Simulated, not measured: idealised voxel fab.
Process module heading - voxel released beams
It is cross-section cut that appears here, measuring 245 nm in width, its square cells being 5 nm in size.
In what follows, cross-sections appear as grids of square cells, described through bands that run from the top down, where every band is one or more rows of cells. A band entry consists of two parts. The first gives the height of the band's top and the height of its bottom, in nm. The rest lists the band's materials from left to right, each with its width in nm. A single material labelled with the word "edge to edge" fills the band from edge to edge, and the word "air" marks empty space. Counting heights begins at 0, where everything beneath is, in the wafer as received, one material. The lowest band has no bottom; it goes on downwards, as "0 down" shows. A width such as "30 to 40" changes by the same amount from each row of cells to the next, from the band's top row to its bottom row. Step note "no modifications" = no cross-section cell changed. The list in "Fully closed voids" covers empty spaces of 8 cells or more that cannot reach the top through any open way, and it gives each as width x height at distance; the distance is from the left edge, and width, height and distance are in nm. On a step's line, text after the settings is the simulator commenting on that step. You can add "overlay nm" to a step's line. For a step with a mask, it describes how far the mask lay to the right of its planned position, and a negative number describes a lay to the left.
**Process steps (planned)**
1. RECEIVE (material Si)
2. CONFORMAL_DEP (material SiN; thk nm 10)
3. DIRECTIONAL_DEP (material SiO2; thk nm 15)
4. PATTERN (tone open; mask id ANCHOR; material resist; width nm 45; thk nm 15; overlay nm 0)
5. DIRECTIONAL_ETCH (etch materials SiO2; depth nm 15)
6. STRIP (etch materials resist)
7. CONFORMAL_DEP (material TiN; thk nm 15)
8. PATTERN (tone cover; mask id BEAM; material resist; width nm 85; thk nm 15; overlay nm 0)
9. DIRECTIONAL_ETCH (etch materials TiN; depth nm 15)
10. STRIP (etch materials resist)
11. STRIP (etch materials SiO2)
The value of width nm given for step 8 in the plan refers to the first wafer; the wafers vary in this setting and are alike at the start.
**Incoming state of the first of several wafers in cross-section: after step 1**
* 0 down = Si edge to edge
* Fully closed voids: none
**First of several wafers, sectioned at end of module (last step: step 11)**
* 40 to 25 = air (75) / TiN (15) / air (15) / TiN (55) / air (85)
* 25 to 10 = air (75) / TiN (45) / air (125)
* 10 to 0 = SiN edge to edge
* 0 down = Si edge to edge
* Fully closed voids: none
**Final wafer cross-section at module end**
* 40 to 25 = air (65) / TiN (25) / air (15) / TiN (70) / air (70)
* 25 to 10 = air (75) / TiN (45) / air (125)
* 10 to 0 = SiN edge to edge
* 0 down = Si edge to edge
* Fully closed voids: none
**Table: wafers, a row each; end-of-module cell change per material since receipt, gain (+), loss (-); then closed voids**
width nm 85 | +98 SiN | +69 TiN | Fully closed voids: none
width nm 90 | +98 SiN | +72 TiN | Fully closed voids: none
width nm 95 | +98 SiN | +75 TiN | Fully closed voids: none
width nm 100 | +98 SiN | +78 TiN | Fully closed voids: none
width nm 105 | +98 SiN | +81 TiN | Fully closed voids: none
width nm 110 | +98 SiN | +84 TiN | Fully closed voids: none
